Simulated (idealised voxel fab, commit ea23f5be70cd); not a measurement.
Proc. module: voxel lift off
Shown is cross-section cut, with a width of 180 nm and square cells of size 5 nm.
Bands, listed from the top down, are how a cross-section gets written in this document; the cross-section itself is a grid of square cells, and a band is one or more rows of them. A band entry consists of two parts. The first gives the height of the band's top and the height of its bottom, in nm. The rest lists the band's materials from left to right, each with its width in nm. A single material labelled with the word "full width" fills the band from edge to edge, and the word "empty" marks empty space. The level at which height equals 0 is the one under which the wafer, as it arrives, is entirely one material. No lower edge exists for the bottom band, which continues downward and is notated as in "0 -> down". Width: "30->40" (first number = top row, second number = bottom row, same change from row to row of cells). It should be understood that the words "no alterations made", when stated for a given step, signify that the cross-section underwent no change in any of its cells during that step. "Encapsulated voids": empty spaces of 8 cells or more with no open way to the top, each given as width x height at distance, distance from the left edge, all in nm. Text after the settings on a step's line: the simulator's own remark on that step. overlay nm: on a step with a mask, how far right of its planned place the mask lay; negative means left.

-- Set out below are the planned steps of the process
step 1: RECEIVE,material Si
step 2: CONFORMAL_DEP,material Al2O3,thk nm 10
step 3: PATTERN,tone open,mask id LINES,material resist,width nm 15,pitch nm 40,thk nm 20,overlay nm 0
step 4: DIRECTIONAL_DEP,material Ru,thk nm 10
step 5: STRIP,etch materials resist
step 6: CONFORMAL_DEP,material SiN,thk nm 10
Across this set of wafers, the varied parameter is the width nm of step 3. Starting conditions are identical for every wafer, and the plan reports the value assigned to the first wafer.

-- As-received state after step 1, first of several wafers, cross-section
* 0 -> down = Si full width
* Encapsulated voids: none

-- Quick key for the table: a row per wafer, taken at the end of the module. For each material it tells you how many cells the wafer gained (+) or lost (-) since it came in, and the closed voids come after
width nm 15, +72 Al2O3, +24 Ru, +104 SiN, Encapsulated voids: none
width nm 20, +72 Al2O3, +32 Ru, +104 SiN, Encapsulated voids: none
width nm 25, +72 Al2O3, +40 Ru, +98 SiN, Encapsulated voids: none
